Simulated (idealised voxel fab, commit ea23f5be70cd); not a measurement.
process module | voxel self aligned vias
cross-section cut | 220 nm wide | cells 5 nm
A cross-section is a grid of square cells, given in bands from the top down. A band is one or more rows of cells.
Each band's line starts with the height of the band's top and of its bottom, in nm. Then come its materials from left to right, each with its width in nm. One material with "throughout" fills the band from edge to edge. "air" is empty space.
Height 0 is the level under which the wafer as received is all one material. The lowest band goes on downwards, as in "0 down".
A width such as "30 to 40" changes by the same amount from each row of cells to the next, from the band's top row to its bottom row.
"no change" after a step means that no cell of the cross-section changed.
closed voids: empty space of 8 cells or more with no open way to the top, each as width x height at its distance from the left edge, in nm
after a step's settings: what the simulator itself notes on the step
overlay nm, on a step with a mask: how far to the right of its planned place the mask lay; to the left if negative
plan
1 op RECEIVE | material Si
2 op CONFORMAL_DEP | material SiO2 | thk nm 10
3 op CONFORMAL_DEP | material SiCN | thk nm 5
4 op DIRECTIONAL_DEP | material SiO2 | thk nm 25
5 op PATTERN | tone open | mask id LINES | material resist | width nm 20 | pitch nm 50 | thk nm 15 | overlay nm 0
6 op DIRECTIONAL_ETCH | etch materials SiO2 | depth nm 25
7 op STRIP | etch materials resist
8 op CONFORMAL_DEP | material TiN | thk nm 5
9 op FILL_DEP | material W | thk nm 10
10 op CMP | height nm 40
11 op SELECTIVE_ETCH | etch materials W Ru TiN | depth nm 5
12 op FILL_DEP | material SiN | thk nm 10
13 op CMP | height nm 40
14 op DIRECTIONAL_DEP | material SiO2 | thk nm 15
15 op MASKED_ETCH | tone open | mask id VIAS | width nm 30 | pitch nm 100 | etch materials SiO2 | depth nm 15 | overlay nm 0
16 op MASKED_ETCH | tone open | mask id VIAS | width nm 30 | pitch nm 100 | etch materials SiN | depth nm 5 | overlay nm 0
17 op CONFORMAL_DEP | material TiN | thk nm 5
18 op FILL_DEP | material Ru | thk nm 10
19 op CMP | height nm 55
20 op CONFORMAL_DEP | material SiN | thk nm 5
first wafer, as planned
as received, after step 1
  0 down: Si throughout
  closed voids: none
after step 2
  10 to 0: SiO2 throughout
  below 0: unchanged
after step 3
  15 to 10: SiCN throughout
  below 10: unchanged
after step 4
  40 to 15: SiO2 throughout
  below 15: unchanged
after step 5
  55 to 40: resist 50 | air 20 | resist 30 | air 20 | resist 30 | air 20 | resist 50
  below 40: unchanged
after step 6
  55 to 40: resist 50 | air 20 | resist 30 | air 20 | resist 30 | air 20 | resist 50
  40 to 15: SiO2 50 | air 20 | SiO2 30 | air 20 | SiO2 30 | air 20 | SiO2 50
  below 15: unchanged
after step 7
  40 to 15: SiO2 50 | air 20 | SiO2 30 | air 20 | SiO2 30 | air 20 | SiO2 50
  below 15: unchanged
after step 8
  45 to 40: TiN 55 | air 10 | TiN 40 | air 10 | TiN 40 | air 10 | TiN 55
  40 to 20: SiO2 50 | TiN 5 | air 10 | TiN 5 | SiO2 30 | TiN 5 | air 10 | TiN 5 | SiO2 30 | TiN 5 | air 10 | TiN 5 | SiO2 50
  20 to 15: SiO2 50 | TiN 20 | SiO2 30 | TiN 20 | SiO2 30 | TiN 20 | SiO2 50
  below 15: unchanged
after step 9
  55 to 45: W throughout
  45 to 40: TiN 55 | W 10 | TiN 40 | W 10 | TiN 40 | W 10 | TiN 55
  40 to 20: SiO2 50 | TiN 5 | W 10 | TiN 5 | SiO2 30 | TiN 5 | W 10 | TiN 5 | SiO2 30 | TiN 5 | W 10 | TiN 5 | SiO2 50
  below 20: unchanged
after step 10
  40 to 20: SiO2 50 | TiN 5 | W 10 | TiN 5 | SiO2 30 | TiN 5 | W 10 | TiN 5 | SiO2 30 | TiN 5 | W 10 | TiN 5 | SiO2 50
  below 20: unchanged
after step 11
  40 to 35: SiO2 50 | air 20 | SiO2 30 | air 20 | SiO2 30 | air 20 | SiO2 50
  below 35: unchanged
after step 12
  50 to 40: SiN throughout
  40 to 35: SiO2 50 | SiN 20 | SiO2 30 | SiN 20 | SiO2 30 | SiN 20 | SiO2 50
  below 35: unchanged
after step 13
  40 to 35: SiO2 50 | SiN 20 | SiO2 30 | SiN 20 | SiO2 30 | SiN 20 | SiO2 50
  below 35: unchanged
after step 14
  55 to 40: SiO2 throughout
  below 40: unchanged
after step 15
  55 to 40: SiO2 45 | air 30 | SiO2 70 | air 30 | SiO2 45
  below 40: unchanged
after step 16
  55 to 40: SiO2 45 | air 30 | SiO2 70 | air 30 | SiO2 45
  40 to 35: SiO2 50 | air 20 | SiO2 30 | SiN 20 | SiO2 30 | air 20 | SiO2 50
  below 35: unchanged
after step 17
  60 to 55: TiN 50 | air 20 | TiN 80 | air 20 | TiN 50
  55 to 45: SiO2 45 | TiN 5 | air 20 | TiN 5 | SiO2 70 | TiN 5 | air 20 | TiN 5 | SiO2 45
  45 to 40: SiO2 45 | TiN 10 | air 10 | TiN 10 | SiO2 70 | TiN 10 | air 10 | TiN 10 | SiO2 45
  40 to 35: SiO2 50 | TiN 20 | SiO2 30 | SiN 20 | SiO2 30 | TiN 20 | SiO2 50
  below 35: unchanged
after step 18
  70 to 60: Ru throughout
  60 to 55: TiN 50 | Ru 20 | TiN 80 | Ru 20 | TiN 50
  55 to 45: SiO2 45 | TiN 5 | Ru 20 | TiN 5 | SiO2 70 | TiN 5 | Ru 20 | TiN 5 | SiO2 45
  45 to 40: SiO2 45 | TiN 10 | Ru 10 | TiN 10 | SiO2 70 | TiN 10 | Ru 10 | TiN 10 | SiO2 45
  below 40: unchanged
after step 19
  55 to 45: SiO2 45 | TiN 5 | Ru 20 | TiN 5 | SiO2 70 | TiN 5 | Ru 20 | TiN 5 | SiO2 45
  below 45: unchanged
after step 20
  60 to 55: SiN throughout
  below 55: unchanged
second wafer: like start, like plan, one mistake. Through step 13 it matches the first wafer
when step 14 should have ended
  40 to 35: SiO2 45 | air 5 | SiN 20 | air 5 | SiO2 25 | SiN 20 | SiO2 25 | air 5 | SiN 20 | air 5 | SiO2 45
  35 to 25: SiO2 45 | air 5 | TiN 5 | W 10 | TiN 5 | air 5 | SiO2 25 | TiN 5 | W 10 | TiN 5 | SiO2 25 | air 5 | TiN 5 | W 10 | TiN 5 | air 5 | SiO2 45
  below 25: unchanged
when step 15 should have ended
  55 to 40: SiO2 45 | air 5 | SiO2 20 | air 5 | SiO2 70 | air 5 | SiO2 20 | air 5 | SiO2 45
  40 to 35: SiO2 50 | SiN 20 | SiO2 30 | SiN 20 | SiO2 30 | SiN 20 | SiO2 50
  35 to 20: SiO2 50 | TiN 5 | W 10 | TiN 5 | SiO2 30 | TiN 5 | W 10 | TiN 5 | SiO2 30 | TiN 5 | W 10 | TiN 5 | SiO2 50
  below 20: unchanged
when step 16 should have ended: no change
when step 17 should have ended
  60 to 55: TiN throughout
  55 to 40: SiO2 45 | TiN 5 | SiO2 20 | TiN 5 | SiO2 70 | TiN 5 | SiO2 20 | TiN 5 | SiO2 45
  below 40: unchanged
when step 18 should have ended
  70 to 60: Ru throughout
  below 60: unchanged
when step 19 should have ended
  55 to 40: SiO2 45 | TiN 5 | SiO2 20 | TiN 5 | SiO2 70 | TiN 5 | SiO2 20 | TiN 5 | SiO2 45
  below 40: unchanged
when step 20 should have ended
  60 to 55: SiN throughout
  below 55: unchanged
what went wrong: steps 14 and 15 were swapped
at the end the second wafer has, in cells: 20 fewer of Ru | 8 more of SiN | 24 more of SiO2 | 12 fewer of TiN
